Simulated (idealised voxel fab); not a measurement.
Presented below is a process module, voxel trench capacitor.
cross-section cut | 175 nm wide | cells 5 nm
Format of a cross-section: grid, square cells. Given as bands. Order: top down. Band: one or more rows of cells. For a band, the entry starts with two heights in nm, that of the top and then that of the bottom, and carries on with the band's materials in order from left to right, each alongside its width in nm; the word "throughout" beside a single material means it fills the band edge to edge, and "empty" means empty space. Note: height 0 marks the level under which the wafer is uniformly one material as received. Lowest band unbounded below, written "0 and below". A two-number width, for instance "30->40", indicates that the width is equal to the first number in the top row of the band and to the second number in the bottom row, and that it changes by a constant amount per row of cells. No cell of the cross-section changed in a step that is given as "no change". What "Catalogued sealed voids" gives you is every empty space of 8 cells or more that is cut off from the top. Each appears as width x height at distance, with the distance taken from the left edge and width, height and distance all in nm. Formally, on a step line, whatever follows the settings is a remark that the simulator itself makes on the step. A step's line can hold "overlay nm"; with a mask on that step, the setting says how far right of the planned place the mask lay, while a negative setting says it lay to the left.
Plan:
| 1 | RECEIVE (material Si) |
| 2 | CONFORMAL_DEP (material SiN; thk nm 5) |
| 3 | DIRECTIONAL_DEP (material aC; thk nm 15) |
| 4 | PATTERN (tone open; mask id TRENCH; material resist; width nm 30; pitch nm 60; thk nm 35; overlay nm 0) |
| 5 | DIRECTIONAL_ETCH (etch materials aC; depth nm 15) |
| 6 | STRIP (etch materials resist) |
| 7 | DIRECTIONAL_ETCH (etch materials SiN; depth nm 5) |
| 8 | DIRECTIONAL_ETCH (etch materials Si; depth nm 40) |
| 9 | STRIP (etch materials aC) |
| 10 | CONFORMAL_DEP (material HfO2; thk nm 5) |
| 11 | CONFORMAL_DEP (material TiN; thk nm 5) |
| 12 | FILL_DEP (material W; thk nm 5) |
| 13 | CMP (height nm 5) |
Cross-sectional view of the wafer in its as-received condition, corresponding to the state after step 1:
0 and below = Si throughout
Catalogued sealed voids: none
Sectioned view, first of two wafers, at the close of the module, processed as intended in the plan:
5 down to 0 = 40 of SiN; 5 of HfO2; 5 of TiN; 10 of W; 5 of TiN; 5 of HfO2; 30 of SiN; 5 of HfO2; 5 of TiN; 10 of W; 5 of TiN; 5 of HfO2; 45 of SiN
0 down to -30 = 40 of Si; 5 of HfO2; 5 of TiN; 10 of W; 5 of TiN; 5 of HfO2; 30 of Si; 5 of HfO2; 5 of TiN; 10 of W; 5 of TiN; 5 of HfO2; 45 of Si
-30 down to -35 = 40 of Si; 5 of HfO2; 20 of TiN; 5 of HfO2; 30 of Si; 5 of HfO2; 20 of TiN; 5 of HfO2; 45 of Si
-35 down to -40 = 40 of Si; 30 of HfO2; 30 of Si; 30 of HfO2; 45 of Si
-40 and below = Si throughout
Catalogued sealed voids: none
Presented here is a cross-section of the second of the two wafers as it stood at the end of the module. It was started in the same manner and assigned the same plan as the first wafer; however, one mistake was made in its execution:
5 down to 0 = 45 of SiN; 5 of HfO2; 5 of TiN; 10 of W; 5 of TiN; 5 of HfO2; 30 of SiN; 5 of HfO2; 5 of TiN; 10 of W; 5 of TiN; 5 of HfO2; 40 of SiN
0 down to -30 = 45 of Si; 5 of HfO2; 5 of TiN; 10 of W; 5 of TiN; 5 of HfO2; 30 of Si; 5 of HfO2; 5 of TiN; 10 of W; 5 of TiN; 5 of HfO2; 40 of Si
-30 down to -35 = 45 of Si; 5 of HfO2; 20 of TiN; 5 of HfO2; 30 of Si; 5 of HfO2; 20 of TiN; 5 of HfO2; 40 of Si
-35 down to -40 = 45 of Si; 30 of HfO2; 30 of Si; 30 of HfO2; 40 of Si
-40 and below = Si throughout
Catalogued sealed voids: none
What was the processing mistake? note that step 4 departed from the planned setting and was carried out as PATTERN (tone open; mask id TRENCH; material resist; width nm 30; pitch nm 60; thk nm 35; overlay nm 5)
In the final comparison it is observed that the number of cells assigned to each material is identical for the two wafers, whereas their placement is not.
